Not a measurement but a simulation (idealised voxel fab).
This section sets out a process module, namely voxel ribs on slabs.
cross-section cut | 270 nm wide | cells 5 nm
In this document a cross-section is written as a grid of square cells. It is given as a series of bands, listed from the top down, and a band is one or more rows of cells.
Band: top height; bottom height; in nm. Then, left to right: material with width in nm, for each material. "full width": a single material spanning edge to edge. "empty": empty space.
Below 0: as-received wafer, all one material; heights counted from there. Lowest band: no bottom, goes on down, written "0 down".
Top row gets the first number, bottom row gets the second, and each row in between changes by the same step: that is how a band width like "30->40" works.
Basically "everything unchanged" means that step didn't change any cell in the cross-section.
The list in "Closed void entries" covers empty spaces of 8 cells or more that cannot reach the top through any open way, and it gives each as width x height at distance; the distance is from the left edge, and width, height and distance are in nm.
Whatever follows a step's settings on its line is a remark the simulator itself makes about that step.
"overlay nm" on a masked step: distance the mask lay right of its planned place, negative for left.

[So here's the lineup of process steps we planned]
1,RECEIVE, material Si
2,DIRECTIONAL_DEP, material SiO2, thk nm 20
3,DIRECTIONAL_DEP, material polySi, thk nm 15
4,MASKED_ETCH, tone cover, mask id RIB, width nm 20, etch materials polySi, depth nm 5, overlay nm 0
5,DIRECTIONAL_DEP, material aC, thk nm 10
6,PATTERN, tone cover, mask id SLAB, material resist, width nm 50, thk nm 25, overlay nm 0
7,DIRECTIONAL_ETCH, etch materials aC, depth nm 10
8,STRIP, etch materials resist
9,DIRECTIONAL_ETCH, etch materials polySi, depth nm 10
10,STRIP, etch materials aC
11,FILL_DEP, material SiO2, thk nm 25
12,CMP, height nm 50
13,DIRECTIONAL_DEP, material W, thk nm 5
14,DIRECTIONAL_DEP, material aC, thk nm 10
15,PATTERN, tone cover, mask id HEATER, material resist, width nm 30, thk nm 30, overlay nm 0
16,DIRECTIONAL_ETCH, etch materials aC, depth nm 10
17,STRIP, etch materials resist
18,DIRECTIONAL_ETCH, etch materials W, depth nm 5
19,STRIP, etch materials aC
20,CONFORMAL_DEP, material SiN, thk nm 10

[First wafer, two in total, run as planned]

[As-received wafer cross-section (after step 1)]
	0 down: Si full width
	Closed void entries: none

[Cross-sectional representation of the wafer at the conclusion of step 2]
	20 to 0: SiO2 full width
	For the remainder of the cross-section, below 0, there is no change.

[Cross-sectional representation of the wafer at the conclusion of step 3]
	35 to 20: polySi full width
	For the remainder of the cross-section, below 20, there is no change.

[Cross-sectional representation of the wafer at the conclusion of step 4]
	35 to 30: 125 of empty | 20 of polySi | 125 of empty
	For the remainder of the cross-section, below 30, there is no change.

[Cross-sectional representation of the wafer at the conclusion of step 5]
	45 to 40: 125 of empty | 20 of aC | 125 of empty
	40 to 35: aC full width
	35 to 30: 125 of aC | 20 of polySi | 125 of aC
	For the remainder of the cross-section, below 30, there is no change.

[Cross-sectional representation of the wafer at the conclusion of step 6]
	70 to 45: 110 of empty | 50 of resist | 110 of empty
	45 to 40: 110 of empty | 15 of resist | 20 of aC | 15 of resist | 110 of empty
	For the remainder of the cross-section, below 40, there is no change.

[Cross-sectional representation of the wafer at the conclusion of step 7]
	60 to 45: 110 of empty | 50 of resist | 110 of empty
	45 to 40: 110 of empty | 15 of resist | 20 of aC | 15 of resist | 110 of empty
	40 to 35: 110 of empty | 50 of aC | 110 of empty
	35 to 30: 110 of empty | 15 of aC | 20 of polySi | 15 of aC | 110 of empty
	For the remainder of the cross-section, below 30, there is no change.

[Cross-sectional representation of the wafer at the conclusion of step 8]
	45 to 35: 125->110 of empty | 20->50 of aC | 125->110 of empty
	For the remainder of the cross-section, below 35, there is no change.

[Cross-sectional representation of the wafer at the conclusion of step 9]
	45 to 35: 125->110 of empty | 20->50 of aC | 125->110 of empty
	35 to 30: 110 of empty | 15 of aC | 20 of polySi | 15 of aC | 110 of empty
	30 to 20: 110 of empty | 50 of polySi | 110 of empty
	For the remainder of the cross-section, below 20, there is no change.

[Cross-sectional representation of the wafer at the conclusion of step 10]
	35 to 30: 125 of empty | 20 of polySi | 125 of empty
	For the remainder of the cross-section, below 30, there is no change.

[Cross-sectional representation of the wafer at the conclusion of step 11]
	60 to 35: SiO2 full width
	35 to 30: 125 of SiO2 | 20 of polySi | 125 of SiO2
	30 to 20: 110 of SiO2 | 50 of polySi | 110 of SiO2
	For the remainder of the cross-section, below 20, there is no change.

[Cross-sectional representation of the wafer at the conclusion of step 12]
	50 to 35: SiO2 full width
	For the remainder of the cross-section, below 35, there is no change.

[Cross-sectional representation of the wafer at the conclusion of step 13]
	55 to 50: W full width
	For the remainder of the cross-section, below 50, there is no change.

[Cross-sectional representation of the wafer at the conclusion of step 14]
	65 to 55: aC full width
	For the remainder of the cross-section, below 55, there is no change.

[Cross-sectional representation of the wafer at the conclusion of step 15]
	95 to 65: 120 of empty | 30 of resist | 120 of empty
	For the remainder of the cross-section, below 65, there is no change.

[Cross-sectional representation of the wafer at the conclusion of step 16]
	85 to 65: 120 of empty | 30 of resist | 120 of empty
	65 to 55: 120 of empty | 30 of aC | 120 of empty
	For the remainder of the cross-section, below 55, there is no change.

[Cross-sectional representation of the wafer at the conclusion of step 17]
	65 to 55: 120 of empty | 30 of aC | 120 of empty
	For the remainder of the cross-section, below 55, there is no change.

[Cross-sectional representation of the wafer at the conclusion of step 18]
	65 to 55: 120 of empty | 30 of aC | 120 of empty
	55 to 50: 120 of empty | 30 of W | 120 of empty
	For the remainder of the cross-section, below 50, there is no change.

[Cross-sectional representation of the wafer at the conclusion of step 19]
	55 to 50: 120 of empty | 30 of W | 120 of empty
	For the remainder of the cross-section, below 50, there is no change.

[Cross-sectional representation of the wafer at the conclusion of step 20]
	65 to 60: 110 of empty | 50 of SiN | 110 of empty
	60 to 55: SiN full width
	55 to 50: 120 of SiN | 30 of W | 120 of SiN
	For the remainder of the cross-section, below 50, there is no change.

[Notes, second wafer: start = first wafer's, plan = first wafer's, execution had one mistake; history identical to first through step 19]

Cross-section of the second wafer corresponding to the planned conclusion of step 20: everything unchanged
Want to know what went wrong? step 20 of the plan never got run, it was skipped over
Bottom line after processing is that, in cells, the second wafer is up or down on some materials versus the first: SiN: 112 fewer
